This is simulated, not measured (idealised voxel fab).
process module | voxel wiring stack
cross-section cut | 150 nm wide | cells 5 nm
A cross-section is a grid of square cells, given in bands from the top down. A band is one or more rows of cells.
Each band's line starts with the height of the band's top and of its bottom, in nm. Then come its materials from left to right, each with its width in nm. One material with "throughout" fills the band from edge to edge. "air" is empty space.
Height 0 is the level under which the wafer as received is all one material. The lowest band goes on downwards, as in "0 down".
A width such as "30 to 40" changes by the same amount from each row of cells to the next, from the band's top row to its bottom row.
"no change" after a step means that no cell of the cross-section changed.
closed voids: empty space of 8 cells or more with no open way to the top, each as width x height at its distance from the left edge, in nm
after a step's settings: what the simulator itself notes on the step
overlay nm, on a step with a mask: how far to the right of its planned place the mask lay; to the left if negative
plan
1 op RECEIVE | material Si
2 op CONFORMAL_DEP | material SiO2 | thk nm 15
3 op DIRECTIONAL_DEP | material TiN | thk nm 5
4 op DIRECTIONAL_DEP | material Ru | thk nm 15
5 op MASKED_ETCH | tone cover | mask id METAL_1 | width nm 25 | pitch nm 45 | etch materials Ru | depth nm 15 | overlay nm 0
6 op MASKED_ETCH | tone cover | mask id METAL_1 | width nm 25 | pitch nm 45 | etch materials TiN | depth nm 5 | overlay nm 0
7 op CONFORMAL_DEP | material SiN | thk nm 5
8 op FILL_DEP | material lowk | thk nm 5
9 op CMP | height nm 35
10 op CONFORMAL_DEP | material SiCN | thk nm 5
11 op DIRECTIONAL_DEP | material SiO2 | thk nm 15
12 op MASKED_ETCH | tone open | mask id PLUG_1 | width nm 15 | pitch nm 90 | etch materials SiO2 | depth nm 15 | overlay nm 0
13 op MASKED_ETCH | tone open | mask id PLUG_1 | width nm 15 | pitch nm 90 | etch materials SiCN | depth nm 5 | overlay nm 0
14 op CONFORMAL_DEP | material TiN | thk nm 5
15 op FILL_DEP | material Cu | thk nm 10
16 op CMP | height nm 55
17 op CONFORMAL_DEP | material SiCN | thk nm 5
18 op DIRECTIONAL_DEP | material lowk | thk nm 15
19 op DIRECTIONAL_DEP | material aC | thk nm 15
20 op PATTERN | tone open | mask id METAL_2 | material resist | width nm 25 | pitch nm 45 | thk nm 30 | overlay nm 0
21 op DIRECTIONAL_ETCH | etch materials aC | depth nm 15
22 op STRIP | etch materials resist
23 op DIRECTIONAL_ETCH | etch materials lowk | depth nm 15
24 op DIRECTIONAL_ETCH | etch materials SiCN | depth nm 5
25 op STRIP | etch materials aC
26 op CONFORMAL_DEP | material TiN | thk nm 5
27 op FILL_DEP | material Ru | thk nm 10
28 op CMP | height nm 75
29 op CONFORMAL_DEP | material SiCN | thk nm 5
30 op DIRECTIONAL_DEP | material SiO2 | thk nm 35
31 op MASKED_ETCH | tone open | mask id METAL_3_HOLES | width nm 15 | pitch nm 45 | etch materials SiO2 | depth nm 35 | overlay nm 0
32 op PATTERN | tone open | mask id METAL_3 | material resist | width nm 25 | pitch nm 45 | thk nm 15 | overlay nm 0
33 op DIRECTIONAL_ETCH | etch materials SiO2 | depth nm 20
34 op DIRECTIONAL_ETCH | etch materials SiCN | depth nm 5
35 op STRIP | etch materials resist
36 op CONFORMAL_DEP | material TiN | thk nm 5
37 op FILL_DEP | material Cu | thk nm 5
38 op CMP | height nm 115
39 op CONFORMAL_DEP | material SiN | thk nm 5
as received, after step 1
  0 down: Si throughout
  closed voids: none
first wafer at the end, as planned
  120 to 115: SiN throughout
  115 to 100: SiO2 15 | TiN 5 | Cu 15 | TiN 5 | SiO2 20 | TiN 5 | Cu 15 | TiN 5 | SiO2 20 | TiN 5 | Cu 15 | TiN 5 | SiO2 20
  100 to 95: SiO2 15 | TiN 5 | Cu 5 | TiN 15 | SiO2 20 | TiN 5 | Cu 5 | TiN 15 | SiO2 20 | TiN 5 | Cu 5 | TiN 15 | SiO2 20
  95 to 80: SiO2 15 | TiN 5 | Cu 5 | TiN 5 | SiO2 30 | TiN 5 | Cu 5 | TiN 5 | SiO2 30 | TiN 5 | Cu 5 | TiN 5 | SiO2 30
  80 to 75: SiCN 15 | TiN 15 | SiCN 30 | TiN 15 | SiCN 30 | TiN 15 | SiCN 30
  75 to 60: lowk 15 | TiN 5 | Ru 15 | TiN 5 | lowk 20 | TiN 5 | Ru 15 | TiN 5 | lowk 20 | TiN 5 | Ru 15 | TiN 5 | lowk 20
  60 to 55: SiCN 15 | TiN 25 | SiCN 20 | TiN 25 | SiCN 20 | TiN 25 | SiCN 20
  55 to 40: SiO2 15 | TiN 5 | Cu 5 | TiN 5 | SiO2 75 | TiN 5 | Cu 5 | TiN 5 | SiO2 30
  40 to 35: SiCN 15 | TiN 15 | SiCN 75 | TiN 15 | SiCN 30
  35 to 20: lowk 10 | SiN 5 | Ru 25 | SiN 5 | lowk 10 | SiN 5 | Ru 25 | SiN 5 | lowk 10 | SiN 5 | Ru 25 | SiN 5 | lowk 15
  20 to 15: SiN 15 | TiN 25 | SiN 20 | TiN 25 | SiN 20 | TiN 25 | SiN 20
  15 to 0: SiO2 throughout
  0 down: Si throughout
  closed voids: none
second wafer at the end: like start, like plan, one mistake
  120 to 115: SiN throughout
  115 to 100: SiO2 15 | TiN 5 | Cu 15 | TiN 5 | SiO2 20 | TiN 5 | Cu 15 | TiN 5 | SiO2 20 | TiN 5 | Cu 15 | TiN 5 | SiO2 20
  100 to 95: SiO2 15 | TiN 10 | Cu 5 | TiN 10 | SiO2 20 | TiN 10 | Cu 5 | TiN 10 | SiO2 20 | TiN 10 | Cu 5 | TiN 10 | SiO2 20
  95 to 80: SiO2 20 | TiN 5 | Cu 5 | TiN 5 | SiO2 30 | TiN 5 | Cu 5 | TiN 5 | SiO2 30 | TiN 5 | Cu 5 | TiN 5 | SiO2 25
  80 to 75: SiCN 20 | TiN 15 | SiCN 30 | TiN 15 | SiCN 30 | TiN 15 | SiCN 25
  75 to 60: lowk 15 | TiN 5 | Ru 15 | TiN 5 | lowk 20 | TiN 5 | Ru 15 | TiN 5 | lowk 20 | TiN 5 | Ru 15 | TiN 5 | lowk 20
  60 to 55: SiCN 15 | TiN 25 | SiCN 20 | TiN 25 | SiCN 20 | TiN 25 | SiCN 20
  55 to 40: SiO2 15 | TiN 5 | Cu 5 | TiN 5 | SiO2 75 | TiN 5 | Cu 5 | TiN 5 | SiO2 30
  40 to 35: SiCN 15 | TiN 15 | SiCN 75 | TiN 15 | SiCN 30
  35 to 20: lowk 10 | SiN 5 | Ru 25 | SiN 5 | lowk 10 | SiN 5 | Ru 25 | SiN 5 | lowk 10 | SiN 5 | Ru 25 | SiN 5 | lowk 15
  20 to 15: SiN 15 | TiN 25 | SiN 20 | TiN 25 | SiN 20 | TiN 25 | SiN 20
  15 to 0: SiO2 throughout
  0 down: Si throughout
  closed voids: none
what went wrong: step 31 ran as: op MASKED_ETCH | tone open | mask id METAL_3_HOLES | width nm 15 | pitch nm 45 | etch materials SiO2 | depth nm 35 | overlay nm 5
at the end the second wafer has, in cells: as many of each material as the first, in other places
